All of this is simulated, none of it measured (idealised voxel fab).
Name of the process module below: voxel air gaps
Section shown: cut. Width: 285 nm. Cell size: 5 nm, square.
Heads up, the way a cross-section reads in here is a grid of square cells, handed over as bands from the top down, with every band being one or more rows of cells. A band entry consists of two parts. The first gives the height of the band's top and the height of its bottom, in nm. The rest lists the band's materials from left to right, each with its width in nm. A single material labelled with the word "full width" fills the band from edge to edge, and the word "air" marks empty space. Convention: height 0 is the level below which the wafer, as received, is all one material. The lowest band does not terminate at the bottom but continues downward, represented as "0..down". With a width like "30->40", each row of cells in the band differs from the next by the same amount, the top row carrying the first number and the bottom row the second. "no modification" means the step left every cell of the cross-section as it was. The entry "Fully sealed voids" lists the empty spaces that cover at least 8 cells and have no open path to the top. Each is written as width x height at distance, where the distance is measured from the left edge and all three values are in nm. Formally, on a step line, whatever follows the settings is a remark that the simulator itself makes on the step. overlay nm: mask right of planned place by this much (step with mask). Neg. = left.
# The process steps that were planned are listed below
| 1 | RECEIVE with material Si |
| 2 | CONFORMAL_DEP with material SiO2, thk nm 15 |
| 3 | CONFORMAL_DEP with material SiN, thk nm 5 |
| 4 | DIRECTIONAL_DEP with material lowk, thk nm 30 |
| 5 | MASKED_ETCH with tone open, mask id LINES, width nm 20, pitch nm 50, etch materials lowk, depth nm 30, overlay nm 0 |
| 6 | CONFORMAL_DEP with material TiN, thk nm 5 |
| 7 | FILL_DEP with material Cu, thk nm 10 |
| 8 | CMP with height nm 50 |
| 9 | EPI with material Ru, thk nm 10 |
| 10 | SELECTIVE_ETCH with etch materials lowk, depth nm 40 |
| 11 | CONFORMAL_DEP with material SiN, thk nm 5 |
# Of two wafers, the first: run according to plan
# Wafer cross-section on receipt, i.e. after step 1
	0..down: Si full width
	Fully sealed voids: none
# Cross-sectional representation of the wafer at the conclusion of step 2
	15..0: SiO2 full width
	Below a height of 0, the structure has not been altered.
# Cross-sectional representation of the wafer at the conclusion of step 3
	20..15: SiN full width
	Below a height of 15, the structure has not been altered.
# Cross-sectional representation of the wafer at the conclusion of step 4
	50..20: lowk full width
	Below a height of 20, the structure has not been altered.
# Cross-sectional representation of the wafer at the conclusion of step 5
	50..20: lowk 55 nm  air 20 nm  lowk 30 nm  air 20 nm  lowk 30 nm  air 20 nm  lowk 30 nm  air 20 nm  lowk 60 nm
	Below a height of 20, the structure has not been altered.
# Cross-sectional representation of the wafer at the conclusion of step 6
	55..50: TiN 60 nm  air 10 nm  TiN 40 nm  air 10 nm  TiN 40 nm  air 10 nm  TiN 40 nm  air 10 nm  TiN 65 nm
	50..25: lowk 55 nm  TiN 5 nm  air 10 nm  TiN 5 nm  lowk 30 nm  TiN 5 nm  air 10 nm  TiN 5 nm  lowk 30 nm  TiN 5 nm  air 10 nm  TiN 5 nm  lowk 30 nm  TiN 5 nm  air 10 nm  TiN 5 nm  lowk 60 nm
	25..20: lowk 55 nm  TiN 20 nm  lowk 30 nm  TiN 20 nm  lowk 30 nm  TiN 20 nm  lowk 30 nm  TiN 20 nm  lowk 60 nm
	Below a height of 20, the structure has not been altered.
# Cross-sectional representation of the wafer at the conclusion of step 7
	65..55: Cu full width
	55..50: TiN 60 nm  Cu 10 nm  TiN 40 nm  Cu 10 nm  TiN 40 nm  Cu 10 nm  TiN 40 nm  Cu 10 nm  TiN 65 nm
	50..25: lowk 55 nm  TiN 5 nm  Cu 10 nm  TiN 5 nm  lowk 30 nm  TiN 5 nm  Cu 10 nm  TiN 5 nm  lowk 30 nm  TiN 5 nm  Cu 10 nm  TiN 5 nm  lowk 30 nm  TiN 5 nm  Cu 10 nm  TiN 5 nm  lowk 60 nm
	Below a height of 25, the structure has not been altered.
# Cross-sectional representation of the wafer at the conclusion of step 8
	50..25: lowk 55 nm  TiN 5 nm  Cu 10 nm  TiN 5 nm  lowk 30 nm  TiN 5 nm  Cu 10 nm  TiN 5 nm  lowk 30 nm  TiN 5 nm  Cu 10 nm  TiN 5 nm  lowk 30 nm  TiN 5 nm  Cu 10 nm  TiN 5 nm  lowk 60 nm
	Below a height of 25, the structure has not been altered.
# Cross-sectional representation of the wafer at the conclusion of step 9
	60..50: air 45 nm  Ru 40 nm  air 10 nm  Ru 40 nm  air 10 nm  Ru 40 nm  air 10 nm  Ru 40 nm  air 50 nm
	Below a height of 50, the structure has not been altered.
# Cross-sectional representation of the wafer at the conclusion of step 10
	60..50: air 45 nm  Ru 40 nm  air 10 nm  Ru 40 nm  air 10 nm  Ru 40 nm  air 10 nm  Ru 40 nm  air 50 nm
	50..25: air 55 nm  TiN 5 nm  Cu 10 nm  TiN 5 nm  air 30 nm  TiN 5 nm  Cu 10 nm  TiN 5 nm  air 30 nm  TiN 5 nm  Cu 10 nm  TiN 5 nm  air 30 nm  TiN 5 nm  Cu 10 nm  TiN 5 nm  air 60 nm
	25..20: air 55 nm  TiN 20 nm  air 30 nm  TiN 20 nm  air 30 nm  TiN 20 nm  air 30 nm  TiN 20 nm  air 60 nm
	Below a height of 20, the structure has not been altered.
# Cross-sectional representation of the wafer at the conclusion of step 11
	65..60: air 40 nm  SiN 200 nm  air 45 nm
	60..50: air 40 nm  SiN 5 nm  Ru 40 nm  SiN 10 nm  Ru 40 nm  SiN 10 nm  Ru 40 nm  SiN 10 nm  Ru 40 nm  SiN 5 nm  air 45 nm
	50..45: air 40 nm  SiN 15 nm  TiN 5 nm  Cu 10 nm  TiN 5 nm  SiN 30 nm  TiN 5 nm  Cu 10 nm  TiN 5 nm  SiN 30 nm  TiN 5 nm  Cu 10 nm  TiN 5 nm  SiN 30 nm  TiN 5 nm  Cu 10 nm  TiN 5 nm  SiN 15 nm  air 45 nm
	45..25: air 50 nm  SiN 5 nm  TiN 5 nm  Cu 10 nm  TiN 5 nm  SiN 5 nm  air 20 nm  SiN 5 nm  TiN 5 nm  Cu 10 nm  TiN 5 nm  SiN 5 nm  air 20 nm  SiN 5 nm  TiN 5 nm  Cu 10 nm  TiN 5 nm  SiN 5 nm  air 20 nm  SiN 5 nm  TiN 5 nm  Cu 10 nm  TiN 5 nm  SiN 5 nm  air 55 nm
	25..20: SiN 55 nm  TiN 20 nm  SiN 30 nm  TiN 20 nm  SiN 30 nm  TiN 20 nm  SiN 30 nm  TiN 20 nm  SiN 60 nm
	Below a height of 20, the structure has not been altered.
	Fully sealed voids: 20 x 20 at 80; 20 x 20 at 130; 20 x 20 at 180
# Second of two: same start, same plan, one run error; steps up to and including 7 match the first
Cross-section of the second wafer when, according to plan, step 8 should have finished: no modification
# Cross-section of the second wafer when, according to plan, step 9 should have finished
	75..65: Ru full width
	Below a height of 65, the structure has not been altered.
Cross-section of the second wafer when, according to plan, step 10 should have finished: no modification
# Cross-section of the second wafer when, according to plan, step 11 should have finished
	80..75: SiN full width
	Below a height of 75, the structure has not been altered.
What was done differently from what was planned? the plan's step 8 went unexecuted, having been skipped
End check, counted in cells, second wafer has more or fewer of these materials than the first: +122 Cu | +50 Ru | -96 SiN | +49 TiN | +246 lowk
Upon completion, the first wafer exhibits 3 closed voids and the second wafer exhibits 0.
